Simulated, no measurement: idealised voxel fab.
The name of this process module is voxel trench capacitor.
Each square cell in cross-section cut measures 5 nm, and the section as a whole is 260 nm wide.
A cross-section is written here as square cells arranged in a grid, and it is given in bands from the top down, each band taking up one or more rows of cells.
The entry gives the band's vertical extent as a top height and a bottom height in nm, then its horizontal make-up as materials from left to right, each with a width in nm. "blank" stands for empty space; a single material marked "throughout" fills the band edge to edge.
It should be noted that heights are counted from 0, beneath which the wafer as supplied is of one material throughout, and that the lowest band possesses no lower boundary but continues downward, as written in "0..down".
Read "30 to 40" as a graded width: first number on top, second number at the bottom, same change between each pair of neighbouring rows.
No cell of the cross-section changed in a step that is given as "all unchanged".
Empty spaces without an open route to the top, at least 8 cells in extent, make up the entry "Closed void table"; each is given as width x height at distance, where the distance is measured from the left edge, and all are in nm.
It should be noted that, on the line of a given step, the content following the step's settings is a remark produced by the simulator itself with respect to that step.
overlay nm: mask offset rightward from planned place, masked step; negative means leftward offset.

Steps planned for the process
1,RECEIVE (material Si)
2,CONFORMAL_DEP (material SiN; thk nm 5)
3,DIRECTIONAL_DEP (material aC; thk nm 10)
4,PATTERN (tone open; mask id TRENCH; material resist; width nm 20; pitch nm 40; thk nm 30; overlay nm 0)
5,DIRECTIONAL_ETCH (etch materials aC; depth nm 10)
6,STRIP (etch materials resist)
7,DIRECTIONAL_ETCH (etch materials SiN; depth nm 5)
8,DIRECTIONAL_ETCH (etch materials Si; depth nm 30)
9,STRIP (etch materials aC)
10,CONFORMAL_DEP (material Al2O3; thk nm 5)
11,FILL_DEP (material polySi; thk nm 10)
12,CMP (height nm 5)

Incoming wafer, cross-sectional view, post step 1
- 0..down  Si throughout
- Closed void table: none

Post-module cross-section of the first of two wafers (run per plan)
- 5..0  100 nm SiN | 5 nm Al2O3 | 10 nm polySi | 5 nm Al2O3 | 20 nm SiN | 5 nm Al2O3 | 10 nm polySi | 5 nm Al2O3 | 100 nm SiN
- 0..-25  100 nm Si | 5 nm Al2O3 | 10 nm polySi | 5 nm Al2O3 | 20 nm Si | 5 nm Al2O3 | 10 nm polySi | 5 nm Al2O3 | 100 nm Si
- -25..-30  100 nm Si | 20 nm Al2O3 | 20 nm Si | 20 nm Al2O3 | 100 nm Si
- -30..down  Si throughout
- Closed void table: none

Cross-sectional image of the second wafer of the two following completion of the module. Starting state and process plan were the same as for the first wafer; one execution error occurred
- 5..0  95 nm polySi | 5 nm Al2O3 | 20 nm SiN | 5 nm Al2O3 | 10 nm polySi | 5 nm Al2O3 | 20 nm SiN | 5 nm Al2O3 | 95 nm polySi
- 0..-25  95 nm polySi | 5 nm Al2O3 | 20 nm Si | 5 nm Al2O3 | 10 nm polySi | 5 nm Al2O3 | 20 nm Si | 5 nm Al2O3 | 95 nm polySi
- -25..-30  100 nm Al2O3 | 20 nm Si | 20 nm Al2O3 | 20 nm Si | 100 nm Al2O3
- -30..down  Si throughout
- Closed void table: none
Heads up, the wafer didn't run the way we planned it: step 4 ran differently from the plan; actual operation with settings: PATTERN (tone cover; mask id TRENCH; material resist; width nm 20; pitch nm 40; thk nm 30; overlay nm 0)
at the end the second wafer has, in cells: 36 more of Al2O3 | 216 fewer of Si | 36 fewer of SiN | 216 more of polySi
